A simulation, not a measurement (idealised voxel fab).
process module | voxel capacitor over wiring
cross-section cut | 250 nm wide | cells 5 nm
A cross-section is a grid of square cells, given in bands from the top down. A band is one or more rows of cells.
Each band's line starts with the height of the band's top and of its bottom, in nm. Then come its materials from left to right, each with its width in nm. One material with "throughout" fills the band from edge to edge. "air" is empty space.
Height 0 is the level under which the wafer as received is all one material. The lowest band goes on downwards, as in "0 down".
A width such as "30 to 40" changes by the same amount from each row of cells to the next, from the band's top row to its bottom row.
"no change" after a step means that no cell of the cross-section changed.
closed voids: empty space of 8 cells or more with no open way to the top, each as width x height at its distance from the left edge, in nm
after a step's settings: what the simulator itself notes on the step
overlay nm, on a step with a mask: how far to the right of its planned place the mask lay; to the left if negative
plan
1 op RECEIVE | material Si
2 op CONFORMAL_DEP | material SiO2 | thk nm 10
3 op CONFORMAL_DEP | material SiCN | thk nm 5
4 op DIRECTIONAL_DEP | material lowk | thk nm 20
5 op PATTERN | tone open | mask id METAL_1 | material resist | width nm 30 | pitch nm 100 | thk nm 15 | overlay nm 0
6 op DIRECTIONAL_ETCH | etch materials lowk | depth nm 20
7 op DIRECTIONAL_ETCH | etch materials SiCN | depth nm 5
8 op STRIP | etch materials resist
9 op CONFORMAL_DEP | material TiN | thk nm 5
10 op FILL_DEP | material W | thk nm 5
11 op CMP | height nm 35
12 op CONFORMAL_DEP | material SiCN | thk nm 5
13 op DIRECTIONAL_DEP | material lowk | thk nm 10
14 op PATTERN | tone open | mask id PLUG_1 | material resist | width nm 15 | thk nm 20 | overlay nm 0
15 op DIRECTIONAL_ETCH | etch materials lowk | depth nm 10
16 op DIRECTIONAL_ETCH | etch materials SiCN | depth nm 5
17 op STRIP | etch materials resist
18 op EPI | material Ru | thk nm 10
19 op EPI | material Ru | thk nm 5
20 op DIRECTIONAL_DEP | material TiN | thk nm 5
21 op DIRECTIONAL_DEP | material HfO2 | thk nm 5
22 op DIRECTIONAL_DEP | material TiN | thk nm 10
23 op DIRECTIONAL_DEP | material aC | thk nm 10
24 op PATTERN | tone cover | mask id UPPER_PLATE | material resist | width nm 75 | thk nm 30 | overlay nm 0
25 op DIRECTIONAL_ETCH | etch materials aC | depth nm 10
26 op STRIP | etch materials resist
27 op DIRECTIONAL_ETCH | etch materials TiN | depth nm 10
28 op DIRECTIONAL_ETCH | etch materials HfO2 | depth nm 5
29 op STRIP | etch materials aC
30 op DIRECTIONAL_DEP | material aC | thk nm 15
31 op PATTERN | tone cover | mask id LOWER_PLATE | material resist | width nm 85 | thk nm 30 | overlay nm 0
32 op DIRECTIONAL_ETCH | etch materials aC | depth nm 15
33 op STRIP | etch materials resist
34 op DIRECTIONAL_ETCH | etch materials TiN | depth nm 5
35 op STRIP | etch materials aC
36 op FILL_DEP | material SiO2 | thk nm 15
37 op CMP | height nm 80
38 op DIRECTIONAL_DEP | material aC | thk nm 10
39 op PATTERN | tone open | mask id PLUG_2 | material resist | width nm 15 | thk nm 25 | overlay nm 0
40 op DIRECTIONAL_ETCH | etch materials aC | depth nm 10
41 op STRIP | etch materials resist
42 op DIRECTIONAL_ETCH | etch materials SiO2 | depth nm 10
43 op STRIP | etch materials aC
44 op CONFORMAL_DEP | material TiN | thk nm 5
45 op FILL_DEP | material W | thk nm 5
46 op CMP | height nm 80
47 op CONFORMAL_DEP | material SiCN | thk nm 5
as received, after step 1
  0 down: Si throughout
  closed voids: none
first wafer at the end, as planned
  85 to 80: SiCN throughout
  80 to 75: SiO2 85 | TiN 5 | W 5 | TiN 5 | SiO2 150
  75 to 70: SiO2 85 | TiN 15 | SiO2 150
  70 to 60: SiO2 75 | TiN 75 | SiO2 100
  60 to 55: SiO2 75 | HfO2 75 | SiO2 100
  55 to 50: SiO2 70 | TiN 85 | SiO2 95
  50 to 40: lowk 75 | Ru 15 | lowk 160
  40 to 35: SiCN 75 | Ru 15 | SiCN 160
  35 to 15: lowk 60 | TiN 5 | W 20 | TiN 5 | lowk 70 | TiN 5 | W 20 | TiN 5 | lowk 60
  15 to 10: SiCN 60 | TiN 30 | SiCN 70 | TiN 30 | SiCN 60
  10 to 0: SiO2 throughout
  0 down: Si throughout
  closed voids: none
second wafer at the end: like start, like plan, one mistake
  85 to 80: SiCN throughout
  80 to 75: SiO2 85 | TiN 5 | W 5 | TiN 5 | SiO2 150
  75 to 70: SiO2 85 | TiN 15 | SiO2 150
  70 to 65: SiO2 throughout
  65 to 55: SiO2 75 | TiN 75 | SiO2 100
  55 to 50: SiO2 75 | HfO2 75 | SiO2 100
  50 to 40: lowk 75 | Ru 15 | lowk 160
  40 to 35: SiCN 75 | Ru 15 | SiCN 160
  35 to 15: lowk 60 | TiN 5 | W 20 | TiN 5 | lowk 70 | TiN 5 | W 20 | TiN 5 | lowk 60
  15 to 10: SiCN 60 | TiN 30 | SiCN 70 | TiN 30 | SiCN 60
  10 to 0: SiO2 throughout
  0 down: Si throughout
  closed voids: none
what went wrong: step 20 was left out
at the end the second wafer has, in cells: 17 more of SiO2 | 17 fewer of TiN
